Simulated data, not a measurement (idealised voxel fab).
The process module that follows is named voxel wiring stack.
In the cross-section labelled cut, the width is 265 nm and each square cell is 5 nm.
Reading order for cross-sections: top band down to bottom band. Underlying form: a grid of square cells. Band size: one or more rows of cells.
First you get the band's top height and its bottom height, in nm, and then the materials it's made of, left to right, with each width in nm. If you see a single material with "edge to edge", that one covers the band edge to edge. "air" is empty space.
Height datum 0, below which the as-received substrate wafer is one material. Lowest band open at the bottom, running downward: "0 nm and below".
Graded width ("30->40"): value in top row of band = first number; value in bottom row = second number; row-to-row change constant.
"all unchanged" -> step changed no cross-section cell.
"Fully enclosed voids" - sealed voids, min. 8 cells, no opening to top; format: width x height at distance (distance from left edge; nm throughout).
Where a step's line continues beyond its settings, the continuation is a remark by the simulator itself on that step.
Steps that use a mask can have "overlay nm" on their line. It says how far the mask sat to the right of where it was meant to be. Negative means to the left.
## Below is the list of planned process steps
1. RECEIVE (material Si)
2. CONFORMAL_DEP (material SiO2; thk nm 10)
3. CONFORMAL_DEP (material SiN; thk nm 5)
4. DIRECTIONAL_DEP (material lowk; thk nm 25)
5. MASKED_ETCH (tone open; mask id METAL_1; width nm 20; pitch nm 40; etch materials lowk; depth nm 25; overlay nm 0)
6. MASKED_ETCH (tone open; mask id METAL_1; width nm 20; pitch nm 40; etch materials SiN; depth nm 5; overlay nm 0)
7. CONFORMAL_DEP (material TiN; thk nm 5)
8. FILL_DEP (material W; thk nm 10)
9. CMP (height nm 40)
10. CONFORMAL_DEP (material SiCN; thk nm 5)
11. DIRECTIONAL_DEP (material lowk; thk nm 20)
12. PATTERN (tone open; mask id PLUG_1; material resist; width nm 15; thk nm 20; overlay nm 0)
13. DIRECTIONAL_ETCH (etch materials lowk; depth nm 20)
14. DIRECTIONAL_ETCH (etch materials SiCN; depth nm 5)
15. STRIP (etch materials resist)
16. EPI (material Ru; thk nm 10)
17. EPI (material Ru; thk nm 10)
18. EPI (material Ru; thk nm 5)
19. DIRECTIONAL_DEP (material TiN; thk nm 5)
20. DIRECTIONAL_DEP (material Ru; thk nm 15)
21. PATTERN (tone cover; mask id METAL_2; material resist; width nm 20; pitch nm 40; thk nm 15; overlay nm 0)
22. DIRECTIONAL_ETCH (etch materials Ru; depth nm 15)
23. DIRECTIONAL_ETCH (etch materials TiN; depth nm 5)
24. STRIP (etch materials resist)
25. CONFORMAL_DEP (material SiN; thk nm 5)
26. FILL_DEP (material SiO2; thk nm 10)
27. CMP (height nm 85)
28. CONFORMAL_DEP (material SiCN; thk nm 5)
29. DIRECTIONAL_DEP (material lowk; thk nm 15)
30. PATTERN (tone open; mask id PLUG_2; material resist; width nm 15; pitch nm 40; thk nm 15; overlay nm 0)
31. DIRECTIONAL_ETCH (etch materials lowk; depth nm 15)
32. DIRECTIONAL_ETCH (etch materials SiCN; depth nm 5)
33. STRIP (etch materials resist)
34. EPI (material Ru; thk nm 10)
35. EPI (material Ru; thk nm 10)
36. DIRECTIONAL_DEP (material TiN; thk nm 5)
37. DIRECTIONAL_DEP (material W; thk nm 25)
38. DIRECTIONAL_DEP (material aC; thk nm 10)
39. PATTERN (tone cover; mask id METAL_3; material resist; width nm 15; pitch nm 40; thk nm 30; overlay nm 0)
40. DIRECTIONAL_ETCH (etch materials aC; depth nm 10)
41. STRIP (etch materials resist)
42. DIRECTIONAL_ETCH (etch materials W; depth nm 25)
43. DIRECTIONAL_ETCH (etch materials TiN; depth nm 5)
44. STRIP (etch materials aC)
45. FILL_DEP (material SiO2; thk nm 10)
46. CMP (height nm 135)
47. CONFORMAL_DEP (material SiCN; thk nm 5)
The wafers in this document start out alike and differ in the width nm applied at step 39; the plan shows the value used for the first wafer.
## Cross-section of the first of several wafers on receipt, reflecting completion of step 1
  0 nm and below  Si edge to edge
  Fully enclosed voids: none
## Heads up, this table goes wafer by wafer. A row tells you, at the end of the module, how many cells of each material that wafer has put on (+) or dropped (-) since it was received, and then its closed voids
width nm 15; +63 Ru; +150 SiCN; +102 SiN; +511 SiO2; +42 TiN; +50 W; +566 lowk; Fully enclosed voids: none
width nm 20; +63 Ru; +150 SiCN; +102 SiN; +499 SiO2; +44 TiN; +60 W; +566 lowk; Fully enclosed voids: none
width nm 25; +63 Ru; +150 SiCN; +102 SiN; +487 SiO2; +46 TiN; +70 W; +566 lowk; Fully enclosed voids: none
